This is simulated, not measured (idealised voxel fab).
process module | voxel transistor to metal
In the cross-section labelled cut, the width is 155 nm and each square cell is 5 nm.
Cross-sections here: square-cell grids, written as top-down lists of bands, a band being one or more rows of cells.
This entry defines a band. It first specifies the height of the band's top and the height of its bottom in nm, and then specifies the band's materials from left to right, stating each material with its width in nm. The word "edge to edge" identifies a single material that fills the band from edge to edge, while the word "blank" identifies empty space.
Note: height 0 marks the level under which the wafer is uniformly one material as received. Lowest band unbounded below, written "0 -> down".
So if you see something like "30->40" for the width, read it as the top row of the band sitting at the first number and the bottom row at the second, with every row in between moving by the same amount as the last.
Step marked "identical to before"? Then no cell in the cross-section changed in it.
Closed empty spaces (no open way to the top) of 8 cells or more are what "Closed void listing" lists, each as width x height at distance from the left edge, nm for all three.
after a step's settings: what the simulator itself notes on the step
"overlay nm" on a masked step: distance the mask lay right of its planned place, negative for left.
LIST OF PLANNED PROCESS STEPS
- 1: RECEIVE [material Si]
- 2: OXIDIZE [depth nm 5]
- 3: CONFORMAL_DEP [material SiN] [thk nm 10]
- 4: PATTERN [tone cover] [mask id ACTIVE] [material resist] [width nm 110] [thk nm 15] [overlay nm 0]
- 5: DIRECTIONAL_ETCH [etch materials SiN] [depth nm 10]
- 6: DIRECTIONAL_ETCH [etch materials SiO2] [depth nm 5]
- 7: DIRECTIONAL_ETCH [etch materials Si] [depth nm 20]
- 8: STRIP [etch materials resist]
- 9: OXIDIZE [depth nm 5]
- 10: FILL_DEP [material SiO2] [thk nm 5]
- 11: CMP [height nm 10]
- 12: SELECTIVE_ETCH [etch materials SiO2] [depth nm 5]
- 13: STRIP [etch materials SiN]
- 14: SELECTIVE_ETCH [etch materials SiO2] [depth nm 5]
- 15: OXIDIZE [depth nm 5]
- 16: DIRECTIONAL_DEP [material polySi] [thk nm 25]
- 17: DIRECTIONAL_DEP [material SiCN] [thk nm 15]
- 18: DIRECTIONAL_DEP [material aC] [thk nm 10]
- 19: PATTERN [tone cover] [mask id GATE] [material resist] [width nm 30] [thk nm 30] [overlay nm 0]
- 20: DIRECTIONAL_ETCH [etch materials aC] [depth nm 10]
- 21: STRIP [etch materials resist]
- 22: DIRECTIONAL_ETCH [etch materials SiCN] [depth nm 25]
- 23: DIRECTIONAL_ETCH [etch materials polySi] [depth nm 35]
- 24: STRIP [etch materials aC]
- 25: CONFORMAL_DEP [material SiO2] [thk nm 5]
- 26: DIRECTIONAL_ETCH [etch materials SiO2] [depth nm 5]
- 27: CONFORMAL_DEP [material SiN] [thk nm 5]
- 28: DIRECTIONAL_ETCH [etch materials SiN] [depth nm 5]
- 29: DIRECTIONAL_ETCH [etch materials SiO2] [depth nm 5]
- 30: DIRECTIONAL_ETCH [etch materials Si] [depth nm 5]
- 31: EPI [material pSi] [thk nm 10]
- 32: FILL_DEP [material SiO2] [thk nm 5]
- 33: CMP [height nm 20]
- 34: STRIP [etch materials polySi]
- 35: SELECTIVE_ETCH [etch materials SiO2] [depth nm 5]
- 36: CONFORMAL_DEP [material HfO2] [thk nm 5]
- 37: CONFORMAL_DEP [material TiN] [thk nm 5]
- 38: FILL_DEP [material W] [thk nm 5]
- 39: CMP [height nm 15]
- 40: DIRECTIONAL_DEP [material SiO2] [thk nm 10]
- 41: PATTERN [tone open] [mask id CONTACT] [material resist] [width nm 20] [pitch nm 80] [thk nm 20] [overlay nm 0]
- 42: DIRECTIONAL_ETCH [etch materials SiO2] [depth nm 30]
- 43: STRIP [etch materials resist]
- 44: CONFORMAL_DEP [material TiN] [thk nm 5]
- 45: FILL_DEP [material W] [thk nm 10]
- 46: CMP [height nm 25]
- 47: DIRECTIONAL_DEP [material TiN] [thk nm 5]
- 48: DIRECTIONAL_DEP [material W] [thk nm 25]
- 49: PATTERN [tone cover] [mask id METAL_1] [material resist] [width nm 20] [pitch nm 80] [thk nm 20] [overlay nm 0]
- 50: DIRECTIONAL_ETCH [etch materials W] [depth nm 25]
- 51: DIRECTIONAL_ETCH [etch materials TiN] [depth nm 5]
- 52: STRIP [etch materials resist]
- 53: CONFORMAL_DEP [material SiN] [thk nm 5]
- 54: FILL_DEP [material SiO2] [thk nm 5]
- 55: CMP [height nm 55]
- 56: CONFORMAL_DEP [material SiCN] [thk nm 5]
- 57: DIRECTIONAL_DEP [material SiO2] [thk nm 35]
- 58: DIRECTIONAL_DEP [material aC] [thk nm 10]
- 59: PATTERN [tone open] [mask id METAL_2] [material resist] [width nm 20] [pitch nm 80] [thk nm 30] [overlay nm 0]
- 60: DIRECTIONAL_ETCH [etch materials aC] [depth nm 10]
- 61: STRIP [etch materials resist]
- 62: DIRECTIONAL_ETCH [etch materials SiO2] [depth nm 20]
- 63: STRIP [etch materials aC]
- 64: DIRECTIONAL_DEP [material aC] [thk nm 15]
- 65: PATTERN [tone open] [mask id METAL_2_HOLES] [material resist] [width nm 15] [pitch nm 80] [thk nm 30] [overlay nm 0]
- 66: DIRECTIONAL_ETCH [etch materials aC] [depth nm 15]
- 67: STRIP [etch materials resist]
- 68: DIRECTIONAL_ETCH [etch materials SiO2] [depth nm 15]
- 69: DIRECTIONAL_ETCH [etch materials SiCN] [depth nm 5]
- 70: STRIP [etch materials aC]
- 71: CONFORMAL_DEP [material TiN] [thk nm 5]
- 72: FILL_DEP [material Cu] [thk nm 10]
- 73: CMP [height nm 95]
- 74: CONFORMAL_DEP [material SiCN] [thk nm 5]
CROSS-SECTIONAL VIEW OF THE WAFER IN ITS AS-RECEIVED CONDITION, CORRESPONDING TO THE STATE AFTER STEP 1
* 0 -> down | Si edge to edge
* Closed void listing: none
ONE MISTAKE IN RUNNING THE MODULE, OTHERWISE START AND PLAN AS ABOVE: CROSS-SECTION AT THE END
* 100 -> 95 | SiCN edge to edge
* 95 -> 80 | SiO2 20 nm  TiN 5 nm  Cu 20 nm  TiN 5 nm  SiO2 50 nm  TiN 5 nm  Cu 20 nm  TiN 5 nm  SiO2 25 nm
* 80 -> 75 | SiO2 20 nm  TiN 10 nm  Cu 5 nm  TiN 15 nm  SiO2 50 nm  TiN 10 nm  Cu 5 nm  TiN 15 nm  SiO2 25 nm
* 75 -> 60 | SiO2 25 nm  TiN 5 nm  Cu 5 nm  TiN 5 nm  SiO2 65 nm  TiN 5 nm  Cu 5 nm  TiN 5 nm  SiO2 35 nm
* 60 -> 55 | SiCN 25 nm  TiN 15 nm  SiCN 65 nm  TiN 15 nm  SiCN 35 nm
* 55 -> 30 | SiO2 20 nm  SiN 5 nm  W 20 nm  SiN 5 nm  SiO2 50 nm  SiN 5 nm  W 20 nm  SiN 5 nm  SiO2 25 nm
* 30 -> 25 | SiN 25 nm  TiN 20 nm  SiN 60 nm  TiN 20 nm  SiN 30 nm
* 25 -> 15 | SiO2 25 nm  TiN 5 nm  W 10 nm  TiN 5 nm  SiO2 60 nm  TiN 5 nm  W 10 nm  TiN 5 nm  SiO2 30 nm
* 15 -> 5 | SiO2 25 nm  TiN 5 nm  W 10 nm  TiN 5 nm  SiO2 5 nm  SiN 5 nm  HfO2 5 nm  TiN 5 nm  W 20 nm  TiN 5 nm  HfO2 5 nm  SiN 5 nm  SiO2 5 nm  TiN 5 nm  W 10 nm  TiN 5 nm  SiO2 30 nm
* 5 -> 0 | SiO2 25 nm  TiN 5 nm  W 5 nm  TiN 10 nm  SiO2 5 nm  SiN 5 nm  HfO2 5 nm  TiN 5 nm  W 20 nm  TiN 5 nm  HfO2 5 nm  SiN 5 nm  SiO2 5 nm  TiN 10 nm  W 5 nm  TiN 5 nm  SiO2 30 nm
* 0 -> -5 | SiO2 20 nm  SiN 5 nm  TiN 15 nm  pSi 10 nm  SiN 5 nm  HfO2 5 nm  TiN 30 nm  HfO2 5 nm  SiN 5 nm  pSi 10 nm  TiN 15 nm  SiN 5 nm  SiO2 25 nm
* -5 -> -10 | SiO2 25 nm  pSi 25 nm  SiO2 5 nm  HfO2 40 nm  SiO2 5 nm  pSi 25 nm  SiO2 30 nm
* -10 -> -15 | SiO2 25 nm  pSi 25 nm  Si 50 nm  pSi 25 nm  SiO2 30 nm
* -15 -> -30 | SiO2 25 nm  Si 100 nm  SiO2 30 nm
* -30 -> down | Si edge to edge
* Closed void listing: none
Error vs. plan: not per plan at step 59, really ran PATTERN [tone open] [mask id METAL_2] [material resist] [width nm 30] [pitch nm 80] [thk nm 30] [overlay nm 0]
